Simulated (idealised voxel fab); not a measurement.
Process module name: voxel gate over fins
It is cross-section cut that appears here, measuring 280 nm in width, its square cells being 5 nm in size.
Cross-section format: a grid of square cells, given as bands from top to bottom; each band is one or more rows of cells.
Per band: top height and bottom height in nm, followed by the left-to-right materials and their widths in nm; "throughout" marks a single material spanning edge to edge, "air" marks empty space.
Heads up on the height convention: 0 is the point under which the incoming wafer is all one material, and the lowest band has no bottom, it just keeps going down, like "z 0 and below".
With a width like "30->40", each row of cells in the band differs from the next by the same amount, the top row carrying the first number and the bottom row the second.
"stayed the same" for a step: no cell of the cross-section changed in that step.
Basically, "Closed void listing" tells you about the enclosed voids: empty spaces with no open way to the top, 8 cells or bigger, each written width x height at distance, where distance is from the left edge, all in nm.
Anything after a step's settings on that line? It's the simulator's own note about the step.
What "overlay nm" on a step's line means: if the step has a mask, that mask lay this far to the right of its planned place, or, when the value is negative, to the left.
The following list gives the planned process steps:
1 RECEIVE,material Si
2 CONFORMAL_DEP,material SiN,thk nm 5
3 DIRECTIONAL_DEP,material aC,thk nm 10
4 PATTERN,tone cover,mask id FINS,material resist,width nm 15,pitch nm 45,thk nm 25,overlay nm 0
5 DIRECTIONAL_ETCH,etch materials aC,depth nm 10
6 STRIP,etch materials resist
7 DIRECTIONAL_ETCH,etch materials SiN,depth nm 5
8 DIRECTIONAL_ETCH,etch materials Si,depth nm 30
9 STRIP,etch materials aC
10 FILL_DEP,material SiO2,thk nm 10
11 CMP,height nm 5
12 SELECTIVE_ETCH,etch materials SiO2,depth nm 20
13 STRIP,etch materials SiN
14 CONFORMAL_DEP,material HfO2,thk nm 5
15 CONFORMAL_DEP,material TiN,thk nm 5
16 CONFORMAL_DEP,material TiAl,thk nm 5
17 CONFORMAL_DEP,material TiN,thk nm 5
18 FILL_DEP,material W,thk nm 10
19 CMP,height nm 25
20 CONFORMAL_DEP,material SiCN,thk nm 10
as received, after step 1:
z 0 and below  Si throughout
Closed void listing: none
First of two wafers: cross-section at end of module, run per plan:
z 35 to 25  SiCN throughout
z 25 to 20  W throughout
z 20 to 15  45 W; 190 TiN; 45 W
z 15 to 10  45 W; 5 TiN; 180 TiAl; 5 TiN; 45 W
z 10 to 5  45 W; 5 TiN; 5 TiAl; 35 TiN; 10 TiAl; 35 TiN; 10 TiAl; 35 TiN; 10 TiAl; 35 TiN; 5 TiAl; 5 TiN; 45 W
z 5 to 0  50 TiN; 5 TiAl; 5 TiN; 25 HfO2; 5 TiN; 10 TiAl; 5 TiN; 25 HfO2; 5 TiN; 10 TiAl; 5 TiN; 25 HfO2; 5 TiN; 10 TiAl; 5 TiN; 25 HfO2; 5 TiN; 5 TiAl; 50 TiN
z 0 to -5  55 TiAl; 5 TiN; 5 HfO2; 15 Si; 5 HfO2; 5 TiN; 10 TiAl; 5 TiN; 5 HfO2; 15 Si; 5 HfO2; 5 TiN; 10 TiAl; 5 TiN; 5 HfO2; 15 Si; 5 HfO2; 5 TiN; 10 TiAl; 5 TiN; 5 HfO2; 15 Si; 5 HfO2; 5 TiN; 55 TiAl
z -5 to -10  60 TiN; 5 HfO2; 15 Si; 5 HfO2; 20 TiN; 5 HfO2; 15 Si; 5 HfO2; 20 TiN; 5 HfO2; 15 Si; 5 HfO2; 20 TiN; 5 HfO2; 15 Si; 5 HfO2; 60 TiN
z -10 to -15  65 HfO2; 15 Si; 30 HfO2; 15 Si; 30 HfO2; 15 Si; 30 HfO2; 15 Si; 65 HfO2
z -15 to -30  65 SiO2; 15 Si; 30 SiO2; 15 Si; 30 SiO2; 15 Si; 30 SiO2; 15 Si; 65 SiO2
z -30 and below  Si throughout
Closed void listing: none
Same start, same plan as the first wafer - but one mistake in the run. Cross-section of the second of the two at the end of the module:
z 35 to 25  SiCN throughout
z 25 to 20  W throughout
z 20 to 15  35 W; 190 TiN; 55 W
z 15 to 10  35 W; 5 TiN; 180 TiAl; 5 TiN; 55 W
z 10 to 5  35 W; 5 TiN; 5 TiAl; 35 TiN; 10 TiAl; 35 TiN; 10 TiAl; 35 TiN; 10 TiAl; 35 TiN; 5 TiAl; 5 TiN; 55 W
z 5 to 0  40 TiN; 5 TiAl; 5 TiN; 25 HfO2; 5 TiN; 10 TiAl; 5 TiN; 25 HfO2; 5 TiN; 10 TiAl; 5 TiN; 25 HfO2; 5 TiN; 10 TiAl; 5 TiN; 25 HfO2; 5 TiN; 5 TiAl; 60 TiN
z 0 to -5  45 TiAl; 5 TiN; 5 HfO2; 15 Si; 5 HfO2; 5 TiN; 10 TiAl; 5 TiN; 5 HfO2; 15 Si; 5 HfO2; 5 TiN; 10 TiAl; 5 TiN; 5 HfO2; 15 Si; 5 HfO2; 5 TiN; 10 TiAl; 5 TiN; 5 HfO2; 15 Si; 5 HfO2; 5 TiN; 65 TiAl
z -5 to -10  50 TiN; 5 HfO2; 15 Si; 5 HfO2; 20 TiN; 5 HfO2; 15 Si; 5 HfO2; 20 TiN; 5 HfO2; 15 Si; 5 HfO2; 20 TiN; 5 HfO2; 15 Si; 5 HfO2; 70 TiN
z -10 to -15  55 HfO2; 15 Si; 30 HfO2; 15 Si; 30 HfO2; 15 Si; 30 HfO2; 15 Si; 75 HfO2
z -15 to -30  55 SiO2; 15 Si; 30 SiO2; 15 Si; 30 SiO2; 15 Si; 30 SiO2; 15 Si; 75 SiO2
z -30 and below  Si throughout
Closed void listing: none
Heads up, the wafer didn't run the way we planned it: it should be noted that step 4 was executed with settings other than those planned, the operation and settings actually applied being PATTERN,tone cover,mask id FINS,material resist,width nm 15,pitch nm 45,thk nm 25,overlay nm -10
Matching per-material cell counts, mismatched positions: that is how the second wafer compares with the first at the end.
